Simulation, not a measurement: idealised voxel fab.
Name of the process module below: voxel wiring stack
Each square cell in cross-section cut measures 5 nm, and the section as a whole is 215 nm wide.
A cross-section is written here as square cells arranged in a grid, and it is given in bands from the top down, each band taking up one or more rows of cells. The entry gives the band's vertical extent as a top height and a bottom height in nm, then its horizontal make-up as materials from left to right, each with a width in nm. "blank" stands for empty space; a single material marked "throughout" fills the band edge to edge. Below 0: as-received wafer, all one material; heights counted from there. Lowest band: no bottom, goes on down, written "0 and below". It should be noted that a width expressed as "30 to 40" varies in equal increments from row to row of cells within the band, taking the value of the first number at the top row and that of the second number at the bottom row. When a step is marked "same as before", none of the cells in the cross-section changed during that step. "Trapped voids" enumerates empty spaces isolated from the top, with no open way to it, that contain at least 8 cells, giving each as width x height at distance from the left edge, all three in nm. Post-settings text on a step line: simulator's own remark regarding the step. overlay nm: mask offset rightward from planned place, masked step; negative means leftward offset.
Steps in the process plan:
- 1: RECEIVE [material Si]
- 2: CONFORMAL_DEP [material SiO2] [thk nm 15]
- 3: DIRECTIONAL_DEP [material TiN] [thk nm 5]
- 4: DIRECTIONAL_DEP [material Ru] [thk nm 20]
- 5: MASKED_ETCH [tone cover] [mask id METAL_1] [width nm 25] [pitch nm 55] [etch materials Ru] [depth nm 20] [overlay nm 0]
- 6: MASKED_ETCH [tone cover] [mask id METAL_1] [width nm 25] [pitch nm 55] [etch materials TiN] [depth nm 5] [overlay nm 0]
- 7: CONFORMAL_DEP [material SiN] [thk nm 5]
- 8: FILL_DEP [material lowk] [thk nm 5]
- 9: CMP [height nm 40]
- 10: CONFORMAL_DEP [material SiCN] [thk nm 5]
- 11: DIRECTIONAL_DEP [material SiO2] [thk nm 30]
- 12: PATTERN [tone open] [mask id METAL_2] [material resist] [width nm 25] [pitch nm 55] [thk nm 15] [overlay nm 0]
- 13: DIRECTIONAL_ETCH [etch materials SiO2] [depth nm 20]
- 14: STRIP [etch materials resist]
- 15: DIRECTIONAL_DEP [material aC] [thk nm 15]
- 16: PATTERN [tone open] [mask id METAL_2_HOLES] [material resist] [width nm 15] [pitch nm 55] [thk nm 30] [overlay nm 0]
- 17: DIRECTIONAL_ETCH [etch materials aC] [depth nm 15]
- 18: STRIP [etch materials resist]
- 19: DIRECTIONAL_ETCH [etch materials SiO2] [depth nm 10]
- 20: DIRECTIONAL_ETCH [etch materials SiCN] [depth nm 5]
- 21: STRIP [etch materials aC]
- 22: CONFORMAL_DEP [material TiN] [thk nm 5]
- 23: FILL_DEP [material Cu] [thk nm 10]
- 24: CMP [height nm 75]
- 25: CONFORMAL_DEP [material SiCN] [thk nm 5]
As-received state of the wafer in cross-section, equivalent to post-step 1:
  0 and below  Si throughout
  Trapped voids: none
Sectioned view, first of two wafers, at the close of the module, processed as intended in the plan:
  80 down to 75  SiCN throughout
  75 down to 60  SiO2 40, then TiN 5, then Cu 15, then TiN 5, then SiO2 30, then TiN 5, then Cu 15, then TiN 5, then SiO2 30, then TiN 5, then Cu 15, then TiN 5, then SiO2 40
  60 down to 55  SiO2 40, then TiN 5, then Cu 5, then TiN 15, then SiO2 30, then TiN 5, then Cu 5, then TiN 15, then SiO2 30, then TiN 5, then Cu 5, then TiN 15, then SiO2 40
  55 down to 45  SiO2 40, then TiN 5, then Cu 5, then TiN 5, then SiO2 40, then TiN 5, then Cu 5, then TiN 5, then SiO2 40, then TiN 5, then Cu 5, then TiN 5, then SiO2 50
  45 down to 40  SiCN 40, then TiN 15, then SiCN 40, then TiN 15, then SiCN 40, then TiN 15, then SiCN 50
  40 down to 20  lowk 35, then SiN 5, then Ru 25, then SiN 5, then lowk 20, then SiN 5, then Ru 25, then SiN 5, then lowk 20, then SiN 5, then Ru 25, then SiN 5, then lowk 35
  20 down to 15  SiN 40, then TiN 25, then SiN 30, then TiN 25, then SiN 30, then TiN 25, then SiN 40
  15 down to 0  SiO2 throughout
  0 and below  Si throughout
  Trapped voids: none
Here's the second of our two wafers sectioned at module end. Same start as the first, same plan, but one mistake got made running it:
  80 down to 75  SiCN throughout
  75 down to 60  SiO2 40, then TiN 5, then Cu 15, then TiN 5, then SiO2 30, then TiN 5, then Cu 15, then TiN 5, then SiO2 30, then TiN 5, then Cu 15, then TiN 5, then SiO2 40
  60 down to 55  SiO2 40, then TiN 5, then Cu 5, then TiN 15, then SiO2 30, then TiN 5, then Cu 5, then TiN 15, then SiO2 30, then TiN 5, then Cu 5, then TiN 15, then SiO2 40
  55 down to 45  SiO2 40, then TiN 5, then Cu 5, then TiN 5, then SiO2 40, then TiN 5, then Cu 5, then TiN 5, then SiO2 40, then TiN 5, then Cu 5, then TiN 5, then SiO2 50
  45 down to 40  SiCN 40, then TiN 15, then SiCN 40, then TiN 15, then SiCN 40, then TiN 15, then SiCN 50
  40 down to 20  lowk 35, then SiN 5, then Ru 25, then SiN 5, then lowk 20, then SiN 5, then Ru 25, then SiN 5, then lowk 20, then SiN 5, then Ru 25, then SiN 5, then lowk 35
  20 down to 15  SiN 40, then TiN 25, then SiN 30, then TiN 25, then SiN 30, then TiN 25, then SiN 40
  15 down to 0  aC throughout
  0 and below  Si throughout
  Trapped voids: none
Diagnosis: step 2 did not happen as planned, as run it was CONFORMAL_DEP [material aC] [thk nm 15]
Count the cells at the end and the second wafer has more or fewer of some materials than the first: SiO2: 129 fewer | aC: 129 more
